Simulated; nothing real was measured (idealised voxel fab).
Module name: voxel transistor to metal (process module)
Section cut is 140 nm wide and gridded with 5 nm square cells.
Think of the cross-section as a grid of square cells. We describe it in bands, top to bottom, and each band covers one or more rows of those cells. Band entry format. Leading values: height of top, height of bottom, nm. Remainder: materials in left-to-right order, each with its width in nm. Special words: "everywhere" on a single material, which then fills the band edge to edge; "empty", empty space. Heights are expressed relative to 0, this being the level below which the as-received wafer comprises one material exclusively. The lowest band is unbounded in the downward direction and is denoted as in "0..down". The notation "30->40" denotes a width that varies across the rows of cells in the band, beginning at the first number in the top row, finishing at the second number in the bottom row, and changing by an identical amount from each row to the next. Where the words "no modification" appear for a step, the cross-section shows no cell changed by that step; every cell remained as before. "Unvented voids": empty spaces of 8 cells or more with no open way to the top, each given as width x height at distance, distance from the left edge, all in nm. Formally, on a step line, whatever follows the settings is a remark that the simulator itself makes on the step. "overlay nm" on a masked step: distance the mask lay right of its planned place, negative for left.
This section lists the process steps that were planned
step 1: RECEIVE, material Si
step 2: CONFORMAL_DEP, material SiO2, thk nm 5
step 3: CONFORMAL_DEP, material SiN, thk nm 10
step 4: PATTERN, tone cover, mask id ACTIVE, material resist, width nm 100, thk nm 15, overlay nm 0
step 5: DIRECTIONAL_ETCH, etch materials SiN, depth nm 10
step 6: DIRECTIONAL_ETCH, etch materials SiO2, depth nm 5
step 7: DIRECTIONAL_ETCH, etch materials Si, depth nm 35
step 8: STRIP, etch materials resist
step 9: FILL_DEP, material SiO2, thk nm 10
step 10: CMP, height nm 15
step 11: SELECTIVE_ETCH, etch materials SiO2, depth nm 5
step 12: STRIP, etch materials SiN
step 13: SELECTIVE_ETCH, etch materials SiO2, depth nm 5
step 14: OXIDIZE, depth nm 5
step 15: DIRECTIONAL_DEP, material polySi, thk nm 20
step 16: DIRECTIONAL_DEP, material SiCN, thk nm 10
step 17: PATTERN, tone cover, mask id GATE, material resist, width nm 30, thk nm 20, overlay nm 0
step 18: DIRECTIONAL_ETCH, etch materials SiCN, depth nm 20
step 19: DIRECTIONAL_ETCH, etch materials polySi, depth nm 30
step 20: STRIP, etch materials resist
step 21: CONFORMAL_DEP, material SiO2, thk nm 5
step 22: DIRECTIONAL_ETCH, etch materials SiO2, depth nm 5
step 23: CONFORMAL_DEP, material SiN, thk nm 10
step 24: DIRECTIONAL_ETCH, etch materials SiN, depth nm 10
step 25: DIRECTIONAL_ETCH, etch materials SiO2, depth nm 5
step 26: DIRECTIONAL_ETCH, etch materials Si, depth nm 15
step 27: EPI, material nSi, thk nm 15
step 28: FILL_DEP, material SiO2, thk nm 10
step 29: CMP, height nm 20
step 30: STRIP, etch materials polySi
step 31: SELECTIVE_ETCH, etch materials SiO2, depth nm 5
step 32: CONFORMAL_DEP, material HfO2, thk nm 5
step 33: CONFORMAL_DEP, material TiN, thk nm 5
step 34: FILL_DEP, material W, thk nm 10
step 35: CMP, height nm 15
step 36: DIRECTIONAL_DEP, material SiO2, thk nm 10
step 37: MASKED_ETCH, tone open, mask id CONTACT, width nm 15, pitch nm 75, etch materials SiO2, depth nm 15, overlay nm 0
step 38: CONFORMAL_DEP, material TiN, thk nm 5
step 39: FILL_DEP, material Ru, thk nm 10
step 40: CMP, height nm 25
step 41: DIRECTIONAL_DEP, material TiN, thk nm 5
step 42: DIRECTIONAL_DEP, material Ru, thk nm 25
step 43: MASKED_ETCH, tone cover, mask id METAL_1, width nm 15, pitch nm 75, etch materials Ru, depth nm 25, overlay nm 0
step 44: MASKED_ETCH, tone cover, mask id METAL_1, width nm 15, pitch nm 75, etch materials TiN, depth nm 5, overlay nm 0
step 45: FILL_DEP, material lowk, thk nm 5
step 46: CMP, height nm 55
step 47: CONFORMAL_DEP, material SiCN, thk nm 5
step 48: DIRECTIONAL_DEP, material SiO2, thk nm 30
step 49: DIRECTIONAL_DEP, material aC, thk nm 15
step 50: PATTERN, tone open, mask id METAL_2, material resist, width nm 15, pitch nm 75, thk nm 35, overlay nm 0
step 51: DIRECTIONAL_ETCH, etch materials aC, depth nm 15
step 52: STRIP, etch materials resist
step 53: DIRECTIONAL_ETCH, etch materials SiO2, depth nm 15
step 54: STRIP, etch materials aC
step 55: PATTERN, tone open, mask id METAL_2_HOLES, material resist, width nm 15, pitch nm 75, thk nm 20, overlay nm 0
step 56: DIRECTIONAL_ETCH, etch materials SiO2, depth nm 15
step 57: DIRECTIONAL_ETCH, etch materials SiCN, depth nm 5
step 58: STRIP, etch materials resist
step 59: CONFORMAL_DEP, material TiN, thk nm 5
step 60: FILL_DEP, material Cu, thk nm 5
step 61: CMP, height nm 90
step 62: CONFORMAL_DEP, material SiN, thk nm 5
Same starting wafers, different thk nm at step 21. Plan value belongs to the first wafer.
Cross-section: the first of several wafers in its as-received state, i.e. following step 1
    0..down = Si everywhere
    Unvented voids: none
At the end of the module, after its last step, step 62, the first of several wafers appears in cross-section as follows
    95..90 = SiN everywhere
    90..60 = SiO2=25 / TiN=5 / Cu=5 / TiN=5 / SiO2=60 / TiN=5 / Cu=5 / TiN=5 / SiO2=25
    60..55 = SiCN=25 / TiN=15 / SiCN=60 / TiN=15 / SiCN=25
    55..30 = lowk=25 / Ru=15 / lowk=60 / Ru=15 / lowk=25
    30..25 = lowk=25 / TiN=15 / lowk=60 / TiN=15 / lowk=25
    25..15 = SiO2=25 / TiN=5 / Ru=5 / TiN=5 / SiO2=60 / TiN=5 / Ru=5 / TiN=5 / SiO2=25
    15..10 = SiO2=25 / TiN=15 / SiN=10 / HfO2=5 / TiN=5 / W=20 / TiN=5 / HfO2=5 / SiN=10 / TiN=15 / SiO2=25
    10..5 = SiO2=25 / nSi=15 / SiN=10 / HfO2=5 / TiN=5 / W=20 / TiN=5 / HfO2=5 / SiN=10 / nSi=15 / SiO2=25
    5..0 = SiO2=20 / SiN=10 / nSi=10 / SiN=10 / HfO2=5 / TiN=30 / HfO2=5 / SiN=10 / nSi=10 / SiN=10 / SiO2=20
    0..-5 = SiO2=30 / nSi=10 / SiO2=10 / HfO2=40 / SiO2=10 / nSi=10 / SiO2=30
    -5..-20 = SiO2=20 / Si=10 / nSi=10 / Si=60 / nSi=10 / Si=10 / SiO2=20
    -20..-35 = SiO2=20 / Si=100 / SiO2=20
    -35..down = Si everywhere
    Unvented voids: none
Cross-section, module end, final of several wafers
    95..90 = SiN everywhere
    90..60 = SiO2=25 / TiN=5 / Cu=5 / TiN=5 / SiO2=60 / TiN=5 / Cu=5 / TiN=5 / SiO2=25
    60..55 = SiCN=25 / TiN=15 / SiCN=60 / TiN=15 / SiCN=25
    55..30 = lowk=25 / Ru=15 / lowk=60 / Ru=15 / lowk=25
    30..25 = lowk=25 / TiN=15 / lowk=60 / TiN=15 / lowk=25
    25..15 = SiO2=25 / TiN=5 / Ru=5 / TiN=5 / SiO2=60 / TiN=5 / Ru=5 / TiN=5 / SiO2=25
    15..10 = SiO2=25 / TiN=15 / SiO2=10 / HfO2=5 / TiN=5 / W=20 / TiN=5 / HfO2=5 / SiO2=10 / TiN=15 / SiO2=25
    10..5 = SiO2=50 / HfO2=5 / TiN=5 / W=20 / TiN=5 / HfO2=5 / SiO2=50
    5..0 = SiO2=50 / HfO2=5 / TiN=30 / HfO2=5 / SiO2=50
    0..-5 = SiO2=50 / HfO2=40 / SiO2=50
    -5..-35 = SiO2=20 / Si=100 / SiO2=20
    -35..down = Si everywhere
    Unvented voids: none
Wafer rows, end of module: cells per material gained (+) or lost (-) since receipt; closed voids last
thk nm 5, +12 Cu, +14 HfO2, +34 Ru, -88 Si, +22 SiCN, +44 SiN, +268 SiO2, +60 TiN, +8 W, +132 lowk, +26 nSi, Unvented voids: none
thk nm 10, +12 Cu, +14 HfO2, +32 Ru, -76 Si, +22 SiCN, +40 SiN, +288 SiO2, +60 TiN, +8 W, +132 lowk, Unvented voids: none
thk nm 15, +12 Cu, +14 HfO2, +32 Ru, -76 Si, +22 SiCN, +32 SiN, +298 SiO2, +58 TiN, +8 W, +132 lowk, Unvented voids: none
thk nm 20, +12 Cu, +14 HfO2, +34 Ru, -76 Si, +22 SiCN, +28 SiN, +298 SiO2, +60 TiN, +8 W, +132 lowk, Unvented voids: none
